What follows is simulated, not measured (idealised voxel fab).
This is a process module. Its name is voxel quadruple lines.
Section shown: cut. Width: 155 nm. Cell size: 5 nm, square.
Cross-sections here: square-cell grids, written as top-down lists of bands, a band being one or more rows of cells.
Each band's line starts with the height of the band's top and of its bottom, in nm. Then come its materials from left to right, each with its width in nm. One material with "throughout" fills the band from edge to edge. "blank" is empty space.
Basically, 0 is our baseline, since under it the wafer straight out of the box is all one material. The bottom band has no lower end and keeps on going down, so it looks like "0 -> down".
Width "30 to 40": first value at the band's top row of cells, second value at its bottom row, equal change from row to row.
Where a step carries "changes: none", the cross-section came out of it unchanged, cell for cell.
Any empty space of 8 cells or more lacking an open way to the top shows up in "Enclosed void catalog" as width x height at distance, distance from the left edge, in nm.
Step line, after settings: the simulator's comment on this step.
The setting "overlay nm" may be written on the line of a step. When the step uses a mask, the value reports how far to the right of the planned place the mask lay, and a negative value reports that it lay to the left.
Process steps (planned):
1. RECEIVE, material Si
2. CONFORMAL_DEP, material SiO2, thk nm 5
3. DIRECTIONAL_DEP, material W, thk nm 10
4. DIRECTIONAL_DEP, material polySi, thk nm 15
5. DIRECTIONAL_DEP, material aC, thk nm 20
6. PATTERN, tone cover, mask id MANDREL, material resist, width nm 35, thk nm 30, overlay nm 0
7. DIRECTIONAL_ETCH, etch materials aC, depth nm 20
8. STRIP, etch materials resist
9. CONFORMAL_DEP, material SiO2, thk nm 15
10. DIRECTIONAL_ETCH, etch materials SiO2, depth nm 15
11. STRIP, etch materials aC
12. DIRECTIONAL_ETCH, etch materials polySi, depth nm 15
13. STRIP, etch materials SiO2
14. CONFORMAL_DEP, material SiCN, thk nm 10
15. DIRECTIONAL_ETCH, etch materials SiCN, depth nm 10
16. STRIP, etch materials polySi
17. DIRECTIONAL_ETCH, etch materials W, depth nm 10
18. STRIP, etch materials SiCN
Below: the first of two wafers, run as planned:
Incoming wafer, cross-sectional view, post step 1:
    0 -> down: Si throughout
    Enclosed void catalog: none
Cross-section: wafer state after step 2:
    5 -> 0: SiO2 throughout
    All layers under 0 are left as they were.
Cross-section: wafer state after step 3:
    15 -> 5: W throughout
    All layers under 5 are left as they were.
Cross-section: wafer state after step 4:
    30 -> 15: polySi throughout
    All layers under 15 are left as they were.
Cross-section: wafer state after step 5:
    50 -> 30: aC throughout
    All layers under 30 are left as they were.
Cross-section: wafer state after step 6:
    80 -> 50: blank 60 | resist 35 | blank 60
    All layers under 50 are left as they were.
Cross-section: wafer state after step 7:
    60 -> 50: blank 60 | resist 35 | blank 60
    50 -> 30: blank 60 | aC 35 | blank 60
    All layers under 30 are left as they were.
Cross-section: wafer state after step 8:
    50 -> 30: blank 60 | aC 35 | blank 60
    All layers under 30 are left as they were.
Cross-section: wafer state after step 9:
    65 -> 50: blank 45 | SiO2 65 | blank 45
    50 -> 45: blank 45 | SiO2 15 | aC 35 | SiO2 15 | blank 45
    45 -> 30: SiO2 60 | aC 35 | SiO2 60
    All layers under 30 are left as they were.
Cross-section: wafer state after step 10:
    50 -> 30: blank 45 | SiO2 15 | aC 35 | SiO2 15 | blank 45
    All layers under 30 are left as they were.
Cross-section: wafer state after step 11:
    50 -> 30: blank 45 | SiO2 15 | blank 35 | SiO2 15 | blank 45
    All layers under 30 are left as they were.
Cross-section: wafer state after step 12:
    50 -> 30: blank 45 | SiO2 15 | blank 35 | SiO2 15 | blank 45
    30 -> 15: blank 45 | polySi 15 | blank 35 | polySi 15 | blank 45
    All layers under 15 are left as they were.
Cross-section: wafer state after step 13:
    30 -> 15: blank 45 | polySi 15 | blank 35 | polySi 15 | blank 45
    All layers under 15 are left as they were.
Cross-section: wafer state after step 14:
    40 -> 30: blank 35 | SiCN 35 | blank 15 | SiCN 35 | blank 35
    30 -> 25: blank 35 | SiCN 10 | polySi 15 | SiCN 10 | blank 15 | SiCN 10 | polySi 15 | SiCN 10 | blank 35
    25 -> 15: SiCN 45 | polySi 15 | SiCN 35 | polySi 15 | SiCN 45
    All layers under 15 are left as they were.
Cross-section: wafer state after step 15:
    30 -> 15: blank 35 | SiCN 10 | polySi 15 | SiCN 10 | blank 15 | SiCN 10 | polySi 15 | SiCN 10 | blank 35
    All layers under 15 are left as they were.
Cross-section: wafer state after step 16:
    30 -> 15: blank 35 | SiCN 10 | blank 15 | SiCN 10 | blank 15 | SiCN 10 | blank 15 | SiCN 10 | blank 35
    All layers under 15 are left as they were.
Cross-section: wafer state after step 17:
    30 -> 15: blank 35 | SiCN 10 | blank 15 | SiCN 10 | blank 15 | SiCN 10 | blank 15 | SiCN 10 | blank 35
    15 -> 5: blank 35 | W 10 | blank 15 | W 10 | blank 15 | W 10 | blank 15 | W 10 | blank 35
    All layers under 5 are left as they were.
Cross-section: wafer state after step 18:
    15 -> 5: blank 35 | W 10 | blank 15 | W 10 | blank 15 | W 10 | blank 15 | W 10 | blank 35
    All layers under 5 are left as they were.
Wafer two: like wafer one in start and plan, but with one mistake in execution; identical up to and including step 5:
Second wafer: cross-section at the scheduled end of step 6:
    80 -> 50: blank 55 | resist 35 | blank 65
    All layers under 50 are left as they were.
Second wafer: cross-section at the scheduled end of step 7:
    60 -> 50: blank 55 | resist 35 | blank 65
    50 -> 30: blank 55 | aC 35 | blank 65
    All layers under 30 are left as they were.
Second wafer: cross-section at the scheduled end of step 8:
    50 -> 30: blank 55 | aC 35 | blank 65
    All layers under 30 are left as they were.
Second wafer: cross-section at the scheduled end of step 9:
    65 -> 50: blank 40 | SiO2 65 | blank 50
    50 -> 45: blank 40 | SiO2 15 | aC 35 | SiO2 15 | blank 50
    45 -> 30: SiO2 55 | aC 35 | SiO2 65
    All layers under 30 are left as they were.
Second wafer: cross-section at the scheduled end of step 10:
    50 -> 30: blank 40 | SiO2 15 | aC 35 | SiO2 15 | blank 50
    All layers under 30 are left as they were.
Second wafer: cross-section at the scheduled end of step 11:
    50 -> 30: blank 40 | SiO2 15 | blank 35 | SiO2 15 | blank 50
    All layers under 30 are left as they were.
Second wafer: cross-section at the scheduled end of step 12:
    50 -> 30: blank 40 | SiO2 15 | blank 35 | SiO2 15 | blank 50
    30 -> 15: blank 40 | polySi 15 | blank 35 | polySi 15 | blank 50
    All layers under 15 are left as they were.
Second wafer: cross-section at the scheduled end of step 13:
    30 -> 15: blank 40 | polySi 15 | blank 35 | polySi 15 | blank 50
    All layers under 15 are left as they were.
Second wafer: cross-section at the scheduled end of step 14:
    40 -> 30: blank 30 | SiCN 35 | blank 15 | SiCN 35 | blank 40
    30 -> 25: blank 30 | SiCN 10 | polySi 15 | SiCN 10 | blank 15 | SiCN 10 | polySi 15 | SiCN 10 | blank 40
    25 -> 15: SiCN 40 | polySi 15 | SiCN 35 | polySi 15 | SiCN 50
    All layers under 15 are left as they were.
Second wafer: cross-section at the scheduled end of step 15:
    30 -> 15: blank 30 | SiCN 10 | polySi 15 | SiCN 10 | blank 15 | SiCN 10 | polySi 15 | SiCN 10 | blank 40
    All layers under 15 are left as they were.
Second wafer: cross-section at the scheduled end of step 16:
    30 -> 15: blank 30 | SiCN 10 | blank 15 | SiCN 10 | blank 15 | SiCN 10 | blank 15 | SiCN 10 | blank 40
    All layers under 15 are left as they were.
Second wafer: cross-section at the scheduled end of step 17:
    30 -> 15: blank 30 | SiCN 10 | blank 15 | SiCN 10 | blank 15 | SiCN 10 | blank 15 | SiCN 10 | blank 40
    15 -> 5: blank 30 | W 10 | blank 15 | W 10 | blank 15 | W 10 | blank 15 | W 10 | blank 40
    All layers under 5 are left as they were.
Second wafer: cross-section at the scheduled end of step 18:
    15 -> 5: blank 30 | W 10 | blank 15 | W 10 | blank 15 | W 10 | blank 15 | W 10 | blank 40
    All layers under 5 are left as they were.
What was the processing mistake? step 6 was run on a setting that differed from the plan, and what really ran there is PATTERN, tone cover, mask id MANDREL, material resist, width nm 35, thk nm 30, overlay nm -5
End check, second vs first wafer: material counts in cells match, positions do not.
